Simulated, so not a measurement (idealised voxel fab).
Process module, titled voxel capacitor over wiring
Xsec cut, 300 nm wide, square cell size 5 nm.
A cross-section is written here as square cells arranged in a grid, and it is given in bands from the top down, each band taking up one or more rows of cells. Top, bottom (nm), then materials left to right with widths (nm); lone material tagged "edge to edge" fills the whole band edge to edge; "air" = empty space. For the purposes of this specification, 0 denotes the height below which the wafer in its as-received condition is composed wholly of one material, and the lowermost band, lacking a lower limit, extends downward without end, as expressed in "from 0 down". Top row gets the first number, bottom row gets the second, and each row in between changes by the same step: that is how a band width like "30 to 40" works. You'll sometimes find "nothing was modified" written for a step, and that's the way of saying that nowhere in the cross-section did a cell change during that step. Closed-off voids of 8+ cells (no open route to the top) go in "Fully closed voids", written width x height at distance from the left edge, in nm. Where a step's line continues beyond its settings, the continuation is a remark by the simulator itself on that step. overlay nm: right-of-plan distance of the mask on a masked step; negative values mean left-of-plan.
The process steps that were planned are listed below
1,RECEIVE | material Si
2,CONFORMAL_DEP | material SiO2 | thk nm 10
3,DIRECTIONAL_DEP | material TiN | thk nm 5
4,DIRECTIONAL_DEP | material W | thk nm 20
5,DIRECTIONAL_DEP | material aC | thk nm 15
6,PATTERN | tone cover | mask id METAL_1 | material resist | width nm 30 | pitch nm 95 | thk nm 35 | overlay nm 0
7,DIRECTIONAL_ETCH | etch materials aC | depth nm 15
8,STRIP | etch materials resist
9,DIRECTIONAL_ETCH | etch materials W | depth nm 20
10,DIRECTIONAL_ETCH | etch materials TiN | depth nm 5
11,STRIP | etch materials aC
12,FILL_DEP | material SiO2 | thk nm 5
13,CMP | height nm 35
14,CONFORMAL_DEP | material SiCN | thk nm 5
15,DIRECTIONAL_DEP | material lowk | thk nm 20
16,PATTERN | tone open | mask id PLUG_1 | material resist | width nm 15 | thk nm 20 | overlay nm 0
17,DIRECTIONAL_ETCH | etch materials lowk | depth nm 20
18,DIRECTIONAL_ETCH | etch materials SiCN | depth nm 5
19,STRIP | etch materials resist
20,CONFORMAL_DEP | material TiN | thk nm 5
21,FILL_DEP | material Cu | thk nm 5
22,CMP | height nm 60
23,DIRECTIONAL_DEP | material TiN | thk nm 10
24,DIRECTIONAL_DEP | material HfO2 | thk nm 5
25,DIRECTIONAL_DEP | material TiN | thk nm 5
26,PATTERN | tone cover | mask id UPPER_PLATE | material resist | width nm 70 | thk nm 20 | overlay nm 0
27,DIRECTIONAL_ETCH | etch materials TiN | depth nm 5
28,DIRECTIONAL_ETCH | etch materials HfO2 | depth nm 5
29,STRIP | etch materials resist
30,DIRECTIONAL_DEP | material aC | thk nm 15
31,PATTERN | tone cover | mask id LOWER_PLATE | material resist | width nm 80 | thk nm 30 | overlay nm 0
32,DIRECTIONAL_ETCH | etch materials aC | depth nm 15
33,STRIP | etch materials resist
34,DIRECTIONAL_ETCH | etch materials TiN | depth nm 10
35,STRIP | etch materials aC
36,FILL_DEP | material SiO2 | thk nm 15
37,CMP | height nm 90
38,MASKED_ETCH | tone open | mask id PLUG_2 | width nm 15 | etch materials SiO2 | depth nm 10 | overlay nm 0
39,CONFORMAL_DEP | material TiN | thk nm 5
40,FILL_DEP | material Ru | thk nm 10
41,CMP | height nm 90
42,CONFORMAL_DEP | material SiN | thk nm 5
As-received wafer cross-section (after step 1)
    from 0 down = Si edge to edge
    Fully closed voids: none
The first of the two wafers as seen in cross-section once the module was finished; processing followed the plan
    from 95 to 90 = SiN edge to edge
    from 90 to 85 = 110 of SiO2; 5 of TiN; 5 of Ru; 5 of TiN; 175 of SiO2
    from 85 to 75 = 110 to 100 of SiO2; 15 to 70 of TiN; 175 to 130 of SiO2
    from 75 to 70 = 100 of SiO2; 70 of HfO2; 130 of SiO2
    from 70 to 60 = 95 of SiO2; 80 of TiN; 125 of SiO2
    from 60 to 40 = 100 of lowk; 5 of TiN; 5 of Cu; 5 of TiN; 185 of lowk
    from 40 to 35 = 100 of SiCN; 15 of TiN; 185 of SiCN
    from 35 to 15 = 85 of SiO2; 30 of W; 65 of SiO2; 30 of W; 90 of SiO2
    from 15 to 10 = 85 of SiO2; 30 of TiN; 65 of SiO2; 30 of TiN; 90 of SiO2
    from 10 to 0 = SiO2 edge to edge
    from 0 down = Si edge to edge
    Fully closed voids: none
Cross-sectional view of the second of two wafers upon completion of the module. This wafer shared its starting condition and process plan with the first; one error was made during its execution
    from 95 to 90 = SiN edge to edge
    from 90 to 85 = 110 of SiO2; 5 of TiN; 5 of Ru; 5 of TiN; 175 of SiO2
    from 85 to 75 = 110 to 100 of SiO2; 15 to 70 of TiN; 175 to 130 of SiO2
    from 75 to 70 = 100 of SiO2; 70 of HfO2; 130 of SiO2
    from 70 to 60 = 95 of SiO2; 80 of TiN; 125 of SiO2
    from 60 to 40 = 95 of lowk; 5 of TiN; 5 of Cu; 5 of TiN; 190 of lowk
    from 40 to 35 = 95 of SiCN; 15 of TiN; 190 of SiCN
    from 35 to 15 = 85 of SiO2; 30 of W; 65 of SiO2; 30 of W; 90 of SiO2
    from 15 to 10 = 85 of SiO2; 30 of TiN; 65 of SiO2; 30 of TiN; 90 of SiO2
    from 10 to 0 = SiO2 edge to edge
    from 0 down = Si edge to edge
    Fully closed voids: none
Diagnosis: step 16 off recipe, ran as PATTERN | tone open | mask id PLUG_1 | material resist | width nm 15 | thk nm 20 | overlay nm -5
If you tally the cells, the second wafer ends up with the same amount of every material as the first; it's all just sitting in different places.
